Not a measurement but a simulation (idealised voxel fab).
You're looking at the process module voxel transistor to metal.
This is section cut - it's 185 nm across, gridded in 5 nm square cells.
In what follows, cross-sections appear as grids of square cells, described through bands that run from the top down, where every band is one or more rows of cells. First you get the band's top height and its bottom height, in nm, and then the materials it's made of, left to right, with each width in nm. If you see a single material with "edge to edge", that one covers the band edge to edge. "air" is empty space. Height 0 is the level under which the wafer as received is all one material. The lowest band goes on downwards, as in "0 -> down". Quick explanation for "30..40": the width changes in equal steps down the rows of cells, from the first number in the band's top row to the second number in its bottom row. "no modifications" after a step means that no cell of the cross-section changed. "Closed cavities" - sealed voids, min. 8 cells, no opening to top; format: width x height at distance (distance from left edge; nm throughout). after a step's settings: what the simulator itself notes on the step. A step's line can hold "overlay nm"; with a mask on that step, the setting says how far right of the planned place the mask lay, while a negative setting says it lay to the left.
Plan:
1 RECEIVE, material Si
2 CONFORMAL_DEP, material SiO2, thk nm 5
3 CONFORMAL_DEP, material SiN, thk nm 15
4 DIRECTIONAL_DEP, material aC, thk nm 15
5 PATTERN, tone cover, mask id ACTIVE, material resist, width nm 95, thk nm 30, overlay nm 0
6 DIRECTIONAL_ETCH, etch materials aC, depth nm 15
7 STRIP, etch materials resist
8 DIRECTIONAL_ETCH, etch materials SiN, depth nm 15
9 DIRECTIONAL_ETCH, etch materials SiO2, depth nm 5
10 DIRECTIONAL_ETCH, etch materials Si, depth nm 35
11 STRIP, etch materials aC
12 OXIDIZE, depth nm 5
13 FILL_DEP, material SiO2, thk nm 10
14 CMP, height nm 20
15 SELECTIVE_ETCH, etch materials SiO2, depth nm 15
16 STRIP, etch materials SiN
17 SELECTIVE_ETCH, etch materials SiO2, depth nm 5
18 OXIDIZE, depth nm 5
19 DIRECTIONAL_DEP, material polySi, thk nm 20
20 DIRECTIONAL_DEP, material SiCN, thk nm 10
21 MASKED_ETCH, tone cover, mask id GATE, width nm 25, etch materials SiCN, depth nm 20, overlay nm 0
22 MASKED_ETCH, tone cover, mask id GATE, width nm 25, etch materials polySi, depth nm 30, overlay nm 0
23 CONFORMAL_DEP, material SiN, thk nm 5
24 DIRECTIONAL_ETCH, etch materials SiN, depth nm 5
25 DIRECTIONAL_ETCH, etch materials SiO2, depth nm 5
26 DIRECTIONAL_ETCH, etch materials Si, depth nm 10
27 EPI, material SiGe, thk nm 10
28 FILL_DEP, material SiO2, thk nm 10
29 CMP, height nm 20
30 STRIP, etch materials polySi
31 SELECTIVE_ETCH, etch materials SiO2, depth nm 5
32 CONFORMAL_DEP, material HfO2, thk nm 5
33 CONFORMAL_DEP, material TiN, thk nm 5
34 FILL_DEP, material W, thk nm 10
35 CMP, height nm 15
36 DIRECTIONAL_DEP, material SiO2, thk nm 15
37 DIRECTIONAL_DEP, material aC, thk nm 15
38 PATTERN, tone open, mask id CONTACT, material resist, width nm 15, pitch nm 70, thk nm 35, overlay nm 0
39 DIRECTIONAL_ETCH, etch materials aC, depth nm 15
40 STRIP, etch materials resist
41 DIRECTIONAL_ETCH, etch materials SiO2, depth nm 35
42 STRIP, etch materials aC
43 CONFORMAL_DEP, material TiN, thk nm 5
44 FILL_DEP, material W, thk nm 10
45 CMP, height nm 30
46 DIRECTIONAL_DEP, material TiN, thk nm 5
47 DIRECTIONAL_DEP, material W, thk nm 25
48 MASKED_ETCH, tone cover, mask id METAL_1, width nm 15, pitch nm 70, etch materials W, depth nm 25, overlay nm 0
49 MASKED_ETCH, tone cover, mask id METAL_1, width nm 15, pitch nm 70, etch materials TiN, depth nm 5, overlay nm 0
50 CONFORMAL_DEP, material SiN, thk nm 5
51 FILL_DEP, material SiO2, thk nm 10
52 CMP, height nm 60
53 CONFORMAL_DEP, material SiCN, thk nm 5
Shown in cross-section is the wafer as received, that is, as it stands after step 1:
* 0 -> down | Si edge to edge
* Closed cavities: none
The following cross-section depicts the wafer upon conclusion of the module. Processing commenced from the starting condition illustrated above and adhered to the plan illustrated above, save for one mistake in execution:
* 65 -> 60 | SiCN edge to edge
* 60 -> 35 | 45 SiO2, 5 SiN, 15 W, 5 SiN, 45 SiO2, 5 SiN, 15 W, 5 SiN, 45 SiO2
* 35 -> 30 | 50 SiN, 15 TiN, 55 SiN, 15 TiN, 50 SiN
* 30 -> 15 | 50 SiO2, 5 TiN, 5 W, 5 TiN, 55 SiO2, 5 TiN, 5 W, 5 TiN, 50 SiO2
* 15 -> 5 | 50 SiO2, 5 TiN, 5 W, 5 TiN, 10 SiO2, 5 SiN, 5 TiN, 15 W, 5 TiN, 5 SiN, 10 SiO2, 5 TiN, 5 W, 5 TiN, 50 SiO2
* 5 -> 0 | 50 SiO2, 5 TiN, 5 W, 5 TiN, 10 SiGe, 5 SiN, 5 TiN, 15 W, 5 TiN, 5 SiN, 10 SiGe, 5 TiN, 5 W, 5 TiN, 50 SiO2
* 0 -> -5 | 50 SiO2, 15 TiN, 10 SiGe, 35 TiN, 10 SiGe, 15 TiN, 50 SiO2
* -5 -> -15 | 50 SiO2, 25 SiGe, 35 Si, 25 SiGe, 50 SiO2
* -15 -> -40 | 50 SiO2, 85 Si, 50 SiO2
* -40 -> down | Si edge to edge
* Closed cavities: none
Deviation noted in wafer processing: step 32 in the plan did not get run; it was skipped
